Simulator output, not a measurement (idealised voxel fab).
Herein follows the process module entitled voxel plated lines.
185 nm wide, 5 nm square cells: that's cross-section cut.
Format of a cross-section: grid, square cells. Given as bands. Order: top down. Band: one or more rows of cells.
This entry defines a band. It first specifies the height of the band's top and the height of its bottom in nm, and then specifies the band's materials from left to right, stating each material with its width in nm. The word "all across" identifies a single material that fills the band from edge to edge, while the word "empty" identifies empty space.
The level at which height equals 0 is the one under which the wafer, as it arrives, is entirely one material. No lower edge exists for the bottom band, which continues downward and is notated as in "0 down".
So if you see something like "30 to 40" for the width, read it as the top row of the band sitting at the first number and the bottom row at the second, with every row in between moving by the same amount as the last.
It should be understood that the words "everything unchanged", when stated for a given step, signify that the cross-section underwent no change in any of its cells during that step.
Heads up: "Non-vented voids" only lists the empty pockets with no open path to the top that are 8 cells or more, and it writes them as width x height at distance, distance from the left edge, in nm.
after a step's settings: what the simulator itself notes on the step
overlay nm: step with mask; distance mask lay right of planned place; negative value = left of planned place.
# Set out below are the planned steps of the process
1) op RECEIVE | material Si
2) op CONFORMAL_DEP | material SiO2 | thk nm 10
3) op DIRECTIONAL_DEP | material TiN | thk nm 5
4) op PATTERN | tone open | mask id LINES | material resist | width nm 15 | pitch nm 35 | thk nm 30 | overlay nm -15
5) op EPI | material Ru | thk nm 10
6) op EPI | material Ru | thk nm 10
7) op STRIP | etch materials resist
8) op DIRECTIONAL_ETCH | etch materials TiN | depth nm 5
9) op CONFORMAL_DEP | material SiO2 | thk nm 5
All wafers enter the flow in the same state. The overlay nm at step 4 differs from wafer to wafer, and the plan gives the value for the first wafer.
# Sectional view: first of several wafers, as received, after step 1
    0 down  Si all across
    Non-vented voids: none
# End of module: cross-section of the first of several wafers after step 9, the last step
    40 to 35  10 nm empty / 25 nm SiO2 / 10 nm empty / 25 nm SiO2 / 10 nm empty / 25 nm SiO2 / 10 nm empty / 25 nm SiO2 / 45 nm empty
    35 to 15  10 nm empty / 5 nm SiO2 / 15 nm Ru / 5 nm SiO2 / 10 nm empty / 5 nm SiO2 / 15 nm Ru / 5 nm SiO2 / 10 nm empty / 5 nm SiO2 / 15 nm Ru / 5 nm SiO2 / 10 nm empty / 5 nm SiO2 / 15 nm Ru / 5 nm SiO2 / 45 nm empty
    15 to 10  15 nm SiO2 / 15 nm TiN / 20 nm SiO2 / 15 nm TiN / 20 nm SiO2 / 15 nm TiN / 20 nm SiO2 / 15 nm TiN / 50 nm SiO2
    10 to 0  SiO2 all across
    0 down  Si all across
    Non-vented voids: none
# X-section, last wafer, module end
    40 to 35  40 nm empty / 25 nm SiO2 / 10 nm empty / 25 nm SiO2 / 10 nm empty / 25 nm SiO2 / 10 nm empty / 25 nm SiO2 / 15 nm empty
    35 to 15  40 nm empty / 5 nm SiO2 / 15 nm Ru / 5 nm SiO2 / 10 nm empty / 5 nm SiO2 / 15 nm Ru / 5 nm SiO2 / 10 nm empty / 5 nm SiO2 / 15 nm Ru / 5 nm SiO2 / 10 nm empty / 5 nm SiO2 / 15 nm Ru / 5 nm SiO2 / 15 nm empty
    15 to 10  45 nm SiO2 / 15 nm TiN / 20 nm SiO2 / 15 nm TiN / 20 nm SiO2 / 15 nm TiN / 20 nm SiO2 / 15 nm TiN / 20 nm SiO2
    10 to 0  SiO2 all across
    0 down  Si all across
    Non-vented voids: none
# Note: the following table is arranged by wafer, a row apiece. Each row reports the end-of-module state: per material, cells gained (+) or cells lost (-) compared with the wafer as received; closed voids follow
overlay nm -15, +48 Ru, +151 SiO2, +12 TiN, Non-vented voids: none
overlay nm -10, +48 Ru, +151 SiO2, +12 TiN, Non-vented voids: none
overlay nm -5, +48 Ru, +151 SiO2, +12 TiN, Non-vented voids: none
overlay nm 0, +48 Ru, +151 SiO2, +12 TiN, Non-vented voids: none
overlay nm 5, +48 Ru, +151 SiO2, +12 TiN, Non-vented voids: none
overlay nm 10, +48 Ru, +151 SiO2, +12 TiN, Non-vented voids: none
overlay nm 15, +48 Ru, +151 SiO2, +12 TiN, Non-vented voids: none
